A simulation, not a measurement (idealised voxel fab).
Presented below is a process module, voxel gate over fins.
230 nm wide, 5 nm square cells: that's cross-section cut.
Cross-sections here: square-cell grids, written as top-down lists of bands, a band being one or more rows of cells. Quick guide to a band line: top height, bottom height (nm) up front; then every material left to right with its width in nm. Only one material and it's marked "all across"? Then it fills the band edge to edge. And "blank" just means empty space. Ref level 0: as-received wafer is one material below here. Bottom band extends down with no lower bound ("z 0 and below"). Width spec "30->40" -> top row of cells at first value, bottom row at second value, equal per-row change in between. Any step labelled "remained unchanged" changed none of the cells in the cross-section. "Closed void register" contains a list of empty spaces, each no smaller than 8 cells and without an open way to the top, written in the form width x height at distance with the distance from the left edge and all three in nm. Text after the settings on a step's line: the simulator's own remark on that step. Among the settings permitted on a step's line is "overlay nm"; applied to a step with a mask, it specifies the extent to which the mask lay to the right of its planned position, whereas a negative figure signifies a position to the left.
-- Steps planned for the process
1: RECEIVE,material Si
2: CONFORMAL_DEP,material SiN,thk nm 5
3: PATTERN,tone cover,mask id FINS,material resist,width nm 15,pitch nm 50,thk nm 20,overlay nm 0
4: DIRECTIONAL_ETCH,etch materials SiN,depth nm 5
5: DIRECTIONAL_ETCH,etch materials Si,depth nm 40
6: STRIP,etch materials resist
7: FILL_DEP,material SiO2,thk nm 15
8: CMP,height nm 5
9: PATTERN,tone open,mask id RAIL,material resist,width nm 15,thk nm 20,overlay nm 0
10: DIRECTIONAL_ETCH,etch materials SiO2,depth nm 40
11: STRIP,etch materials resist
12: CONFORMAL_DEP,material TiN,thk nm 5
13: FILL_DEP,material Ru,thk nm 5
14: CMP,height nm 5
15: SELECTIVE_ETCH,etch materials W Ru TiN,depth nm 25
16: FILL_DEP,material SiO2,thk nm 5
17: CMP,height nm 5
18: SELECTIVE_ETCH,etch materials SiO2,depth nm 15
19: STRIP,etch materials SiN
20: CONFORMAL_DEP,material HfO2,thk nm 5
21: CONFORMAL_DEP,material TiN,thk nm 5
22: FILL_DEP,material W,thk nm 10
23: CMP,height nm 15
24: CONFORMAL_DEP,material SiCN,thk nm 10
-- Cross-section: wafer on arrival = after step 1
  z 0 and below = Si all across
  Closed void register: none
-- Post-module cross-section of the first of two wafers (run per plan)
  z 25 to 15 = SiCN all across
  z 15 to 10 = W all across
  z 10 to 5 = W (45)  TiN (35)  W (15)  TiN (35)  W (15)  TiN (35)  W (50)
  z 5 to 0 = W (45)  TiN (5)  HfO2 (25)  TiN (5)  W (15)  TiN (5)  HfO2 (25)  TiN (5)  W (15)  TiN (5)  HfO2 (25)  TiN (5)  W (50)
  z 0 to -5 = TiN (50)  HfO2 (5)  Si (15)  HfO2 (5)  TiN (25)  HfO2 (5)  Si (15)  HfO2 (5)  TiN (25)  HfO2 (5)  Si (15)  HfO2 (5)  TiN (55)
  z -5 to -10 = HfO2 (55)  Si (15)  HfO2 (35)  Si (15)  HfO2 (35)  Si (15)  HfO2 (60)
  z -10 to -20 = SiO2 (55)  Si (15)  SiO2 (35)  Si (15)  SiO2 (35)  Si (15)  SiO2 (60)
  z -20 to -30 = SiO2 (55)  Si (15)  SiO2 (10)  TiN (5)  Ru (5)  TiN (5)  SiO2 (10)  Si (15)  SiO2 (35)  Si (15)  SiO2 (60)
  z -30 to -35 = SiO2 (55)  Si (15)  SiO2 (10)  TiN (15)  SiO2 (10)  Si (15)  SiO2 (35)  Si (15)  SiO2 (60)
  z -35 to -40 = SiO2 (55)  Si (15)  SiO2 (35)  Si (15)  SiO2 (35)  Si (15)  SiO2 (60)
  z -40 and below = Si all across
  Closed void register: none
-- Second of two wafers, module complete, sectioned: it shares the first wafer's start and plan but was run with one mistake
  z 25 to 15 = SiCN all across
  z 15 to 10 = W all across
  z 10 to 5 = W (45)  TiN (40)  W (10)  TiN (40)  W (10)  TiN (40)  W (45)
  z 5 to 0 = W (45)  TiN (5)  HfO2 (30)  TiN (5)  W (10)  TiN (5)  HfO2 (30)  TiN (5)  W (10)  TiN (5)  HfO2 (30)  TiN (5)  W (45)
  z 0 to -5 = TiN (50)  HfO2 (5)  Si (20)  HfO2 (5)  TiN (20)  HfO2 (5)  Si (20)  HfO2 (5)  TiN (20)  HfO2 (5)  Si (20)  HfO2 (5)  TiN (50)
  z -5 to -10 = HfO2 (55)  Si (20)  HfO2 (30)  Si (20)  HfO2 (30)  Si (20)  HfO2 (55)
  z -10 to -20 = SiO2 (55)  Si (20)  SiO2 (30)  Si (20)  SiO2 (30)  Si (20)  SiO2 (55)
  z -20 to -30 = SiO2 (55)  Si (20)  SiO2 (5)  TiN (5)  Ru (5)  TiN (5)  SiO2 (10)  Si (20)  SiO2 (30)  Si (20)  SiO2 (55)
  z -30 to -35 = SiO2 (55)  Si (20)  SiO2 (5)  TiN (15)  SiO2 (10)  Si (20)  SiO2 (30)  Si (20)  SiO2 (55)
  z -35 to -40 = SiO2 (55)  Si (20)  SiO2 (30)  Si (20)  SiO2 (30)  Si (20)  SiO2 (55)
  z -40 and below = Si all across
  Closed void register: none
What broke from the plan during processing? step 3 went in with a setting other than planned; the actual run was PATTERN,tone cover,mask id FINS,material resist,width nm 20,pitch nm 50,thk nm 20,overlay nm 0
The second wafer ends with more or fewer cells of some materials than the first, per final count: 24 more of Si | 18 fewer of SiO2 | 6 fewer of W
